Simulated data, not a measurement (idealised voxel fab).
The name of this process module is voxel ribs on slabs.
Section shown: cut. Width: 195 nm. Cell size: 5 nm, square.
This document writes a cross-section as a grid whose cells are square, and gives it as bands, listed from the top down; one or more rows of cells form a band.
Each band's line starts with the height of the band's top and of its bottom, in nm. Then come its materials from left to right, each with its width in nm. One material with "all across" fills the band from edge to edge. "air" is empty space.
Convention: height 0 is the level below which the wafer, as received, is all one material. The lowest band does not terminate at the bottom but continues downward, represented as "0..down".
The width entry "30 to 40" should be interpreted row by row: the top row of cells in the band takes the first number, the bottom row takes the second number, and the change between adjacent rows is uniform throughout.
Step note "all unchanged" = no cross-section cell changed.
Reported under the label "Sealed-off cavities" are the empty spaces having no open way to the top and comprising 8 cells or more; the notation for each is width x height at distance, in which the distance is measured from the left edge and all three values are in nm.
Anything after a step's settings on that line? It's the simulator's own note about the step.
Each step line may optionally specify "overlay nm", which for a step with a mask gives the rightward distance between the mask's planned place and where it lay, a negative value indicating the leftward direction.
So here's the lineup of process steps we planned
- 1: RECEIVE, material Si
- 2: DIRECTIONAL_DEP, material SiO2, thk nm 25
- 3: DIRECTIONAL_DEP, material polySi, thk nm 20
- 4: MASKED_ETCH, tone cover, mask id RIB, width nm 15, etch materials polySi, depth nm 15, overlay nm 0
- 5: DIRECTIONAL_DEP, material aC, thk nm 15
- 6: PATTERN, tone cover, mask id SLAB, material resist, width nm 65, thk nm 35, overlay nm 0
- 7: DIRECTIONAL_ETCH, etch materials aC, depth nm 15
- 8: STRIP, etch materials resist
- 9: DIRECTIONAL_ETCH, etch materials polySi, depth nm 5
- 10: STRIP, etch materials aC
- 11: FILL_DEP, material SiO2, thk nm 20
- 12: CMP, height nm 55
- 13: DIRECTIONAL_DEP, material TiN, thk nm 5
- 14: PATTERN, tone cover, mask id HEATER, material resist, width nm 25, thk nm 20, overlay nm 0
- 15: DIRECTIONAL_ETCH, etch materials TiN, depth nm 5
- 16: STRIP, etch materials resist
- 17: CONFORMAL_DEP, material SiN, thk nm 5
Delivered wafer in cross-section: state after step 1
* 0..down  Si all across
* Sealed-off cavities: none
First of two wafers: cross-section at end of module, run per plan
* 65..60  air: 80, SiN: 35, air: 80
* 60..55  SiN: 85, TiN: 25, SiN: 85
* 55..45  SiO2 all across
* 45..30  SiO2: 90, polySi: 15, SiO2: 90
* 30..25  SiO2: 65, polySi: 65, SiO2: 65
* 25..0  SiO2 all across
* 0..down  Si all across
* Sealed-off cavities: none
Second of two wafers, module complete, sectioned: it shares the first wafer's start and plan but was run with one mistake
* 65..60  air: 80, SiN: 35, air: 80
* 60..55  SiN: 85, TiN: 25, SiN: 85
* 55..20  SiO2 all across
* 20..0  polySi all across
* 0..down  Si all across
* Sealed-off cavities: none
what went wrong: order of steps 2 and 3 inverted relative to the plan
Counted in cells at the end, the second wafer holds more or fewer of these materials than the first: SiO2: 134 fewer | polySi: 134 more
